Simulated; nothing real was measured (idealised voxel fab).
The following is a process module called voxel released beams.
Cross-sectional view cut (width: 250 nm; square cell size: 5 nm).
Notation: cross-section as square-cell grid; stated in bands, top first, going down; one or more cell rows per band. Each band's line starts with the height of the band's top and of its bottom, in nm. Then come its materials from left to right, each with its width in nm. One material with "all across" fills the band from edge to edge. "blank" is empty space. Height is counted from the level 0, under which the received wafer is composed throughout of one material. The lowest of the bands is not closed at the bottom but continues downward, in the notation "0 down". Width spec "30 to 40" -> top row of cells at first value, bottom row at second value, equal per-row change in between. "no alteration", as given for a step, is the statement that not any cell of the cross-section underwent a change during that step. The entry titled "Closed void register" provides the empty spaces that have no open way to the top, restricted to those of 8 cells or more. Each is presented as width x height at distance, the distance being measured from the left edge, with all three in nm. after a step's settings: what the simulator itself notes on the step. You can add "overlay nm" to a step's line. For a step with a mask, it describes how far the mask lay to the right of its planned position, and a negative number describes a lay to the left.
**So here's the lineup of process steps we planned**
step 1: RECEIVE, material Si
step 2: CONFORMAL_DEP, material Al2O3, thk nm 10
step 3: DIRECTIONAL_DEP, material SiO2, thk nm 15
step 4: MASKED_ETCH, tone open, mask id ANCHOR, width nm 25, etch materials SiO2, depth nm 15, overlay nm 0
step 5: CONFORMAL_DEP, material W, thk nm 10
step 6: DIRECTIONAL_DEP, material aC, thk nm 15
step 7: PATTERN, tone cover, mask id BEAM, material resist, width nm 110, thk nm 30, overlay nm 0
step 8: DIRECTIONAL_ETCH, etch materials aC, depth nm 15
step 9: STRIP, etch materials resist
step 10: DIRECTIONAL_ETCH, etch materials W, depth nm 10
step 11: STRIP, etch materials aC
step 12: STRIP, etch materials SiO2
**As-received state of the wafer in cross-section, equivalent to post-step 1**
  0 down | Si all across
  Closed void register: none
**Wafer cross-section at module end: first of two, run to plan**
  35 to 25 | blank 65 nm; W 15 nm; blank 5 nm; W 90 nm; blank 75 nm
  25 to 20 | blank 70 nm; W 10 nm; blank 5 nm; W 10 nm; blank 155 nm
  20 to 10 | blank 70 nm; W 25 nm; blank 155 nm
  10 to 0 | Al2O3 all across
  0 down | Si all across
  Closed void register: none
**Cross-sectional view: second of two wafers, end of module; start and plan identical to the first, one mistake in running**
  35 to 25 | blank 65 nm; W 40 nm; blank 145 nm
  25 to 20 | blank 60 nm; W 10 nm; SiO2 25 nm; W 10 nm; blank 145 nm
  20 to 10 | blank 60 nm; W 10 nm; SiO2 25 nm; W 80 nm; blank 75 nm
  10 to 0 | Al2O3 all across
  0 down | Si all across
  Closed void register: none
Nonconformance to the process plan: rather than as planned, step 4 actually ran as MASKED_ETCH, tone cover, mask id ANCHOR, width nm 25, etch materials SiO2, depth nm 15, overlay nm 0
FYI, end of process, the second wafer has more or fewer cells of some materials than the first: +15 SiO2
